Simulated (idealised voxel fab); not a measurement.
Process module heading - voxel transistor to metal
Pictured: cross-section cut, 160 nm wide, on a grid of 5 nm square cells.
How to read a cross-section here: the picture is a grid of square cells, written as bands going from the top down, and any band can span one or more rows of cells. Heads up on the band format: heights come first, top then bottom, in nm. After that it's the materials left to right, each with its width in nm. A single material flagged "full width" fills the whole band edge to edge, and "air" means there's empty space there. A quick word on heights: they are counted from 0, and under that level the wafer as it came to us is one material throughout. The lowest band is different from the rest in having no bottom; it simply continues downward, written as in "z 0 and below". Per-row width for "30->40": begins at first number (top row of band), ends at second number (bottom row), increment between rows held constant. Step marked "no change occurred"? Then no cell in the cross-section changed in it. "Enclosed internal cavities": sealed empty spaces, 8 cells or more, no open way to top, listed width x height at distance, with distance from the left edge and width, height and distance in nm. Where a step's line continues beyond its settings, the continuation is a remark by the simulator itself on that step. overlay nm: mask right of planned place by this much (step with mask). Neg. = left.
Planned process steps
1) RECEIVE with material Si
2) CONFORMAL_DEP with material SiO2, thk nm 5
3) CONFORMAL_DEP with material SiN, thk nm 10
4) MASKED_ETCH with tone cover, mask id ACTIVE, width nm 110, etch materials SiN, depth nm 10, overlay nm 0
5) MASKED_ETCH with tone cover, mask id ACTIVE, width nm 110, etch materials SiO2, depth nm 5, overlay nm 0
6) MASKED_ETCH with tone cover, mask id ACTIVE, width nm 110, etch materials Si, depth nm 35, overlay nm 0
7) OXIDIZE with depth nm 5
8) FILL_DEP with material SiO2, thk nm 5
9) CMP with height nm 15
10) SELECTIVE_ETCH with etch materials SiO2, depth nm 10
11) STRIP with etch materials SiN
12) SELECTIVE_ETCH with etch materials SiO2, depth nm 5
13) OXIDIZE with depth nm 5
14) DIRECTIONAL_DEP with material polySi, thk nm 20
15) DIRECTIONAL_DEP with material SiCN, thk nm 10
16) MASKED_ETCH with tone cover, mask id GATE, width nm 20, etch materials SiCN, depth nm 20, overlay nm 0
17) MASKED_ETCH with tone cover, mask id GATE, width nm 20, etch materials polySi, depth nm 30, overlay nm 0
18) CONFORMAL_DEP with material SiN, thk nm 10
19) DIRECTIONAL_ETCH with etch materials SiN, depth nm 10
20) DIRECTIONAL_ETCH with etch materials SiO2, depth nm 5
21) DIRECTIONAL_ETCH with etch materials Si, depth nm 10
22) EPI with material nSi, thk nm 10
23) FILL_DEP with material SiO2, thk nm 10
24) CMP with height nm 30
25) DIRECTIONAL_DEP with material SiO2, thk nm 15
26) MASKED_ETCH with tone open, mask id CONTACT, width nm 30, pitch nm 60, etch materials SiO2, depth nm 50, overlay nm 0
27) CONFORMAL_DEP with material TiN, thk nm 5
28) FILL_DEP with material W, thk nm 10
29) CMP with height nm 45
30) DIRECTIONAL_DEP with material TiN, thk nm 5
31) DIRECTIONAL_DEP with material W, thk nm 25
32) PATTERN with tone cover, mask id METAL_1, material resist, width nm 20, pitch nm 70, thk nm 15, overlay nm 0
33) DIRECTIONAL_ETCH with etch materials W, depth nm 25
34) DIRECTIONAL_ETCH with etch materials TiN, depth nm 5
35) STRIP with etch materials resist
36) CONFORMAL_DEP with material SiCN, thk nm 5
37) FILL_DEP with material SiO2, thk nm 5
38) CMP with height nm 75
39) CONFORMAL_DEP with material SiCN, thk nm 5
Cross-section, incoming material, after step 1
> z 0 and below = Si full width
> Enclosed internal cavities: none
The cross-section shown corresponds to the wafer at the conclusion of the module. The initial structure and the process plan are those presented above; however, one mistake occurred in executing the plan
> z 80 to 75 = SiCN full width
> z 75 to 50 = 30 SiO2 | 5 SiCN | 20 W | 5 SiCN | 40 SiO2 | 5 SiCN | 20 W | 5 SiCN | 30 SiO2
> z 50 to 45 = 35 SiCN | 20 TiN | 50 SiCN | 20 TiN | 35 SiCN
> z 45 to 35 = 35 SiO2 | 5 TiN | 20 W | 5 TiN | 30 SiO2 | 5 TiN | 20 W | 5 TiN | 35 SiO2
> z 35 to 30 = 35 SiO2 | 5 TiN | 15 W | 10 TiN | 30 SiO2 | 10 TiN | 15 W | 5 TiN | 35 SiO2
> z 30 to 20 = 35 SiO2 | 5 TiN | 15 W | 5 TiN | 10 SiN | 20 SiCN | 10 SiN | 5 TiN | 15 W | 5 TiN | 35 SiO2
> z 20 to 10 = 35 SiO2 | 5 TiN | 15 W | 5 TiN | 10 SiN | 20 polySi | 10 SiN | 5 TiN | 15 W | 5 TiN | 35 SiO2
> z 10 to 5 = 35 SiO2 | 5 TiN | 5 W | 15 TiN | 10 SiN | 20 polySi | 10 SiN | 15 TiN | 5 W | 5 TiN | 35 SiO2
> z 5 to 0 = 35 SiO2 | 5 TiN | 5 W | 5 TiN | 10 nSi | 10 SiN | 20 polySi | 10 SiN | 10 nSi | 5 TiN | 5 W | 5 TiN | 35 SiO2
> z 0 to -5 = 10 SiO2 | 20 SiN | 5 SiO2 | 15 TiN | 10 nSi | 40 SiO2 | 10 nSi | 15 TiN | 5 SiO2 | 20 SiN | 10 SiO2
> z -5 to -10 = 10 SiO2 | 20 SiN | 5 SiO2 | 25 nSi | 40 Si | 25 nSi | 5 SiO2 | 20 SiN | 10 SiO2
> z -10 to -15 = 35 SiO2 | 25 nSi | 40 Si | 25 nSi | 35 SiO2
> z -15 to -40 = 30 SiO2 | 100 Si | 30 SiO2
> z -40 and below = Si full width
> Enclosed internal cavities: none
Deviation noted in wafer processing: the processing plan was not followed for steps 10 and 11, which were run with their positions exchanged
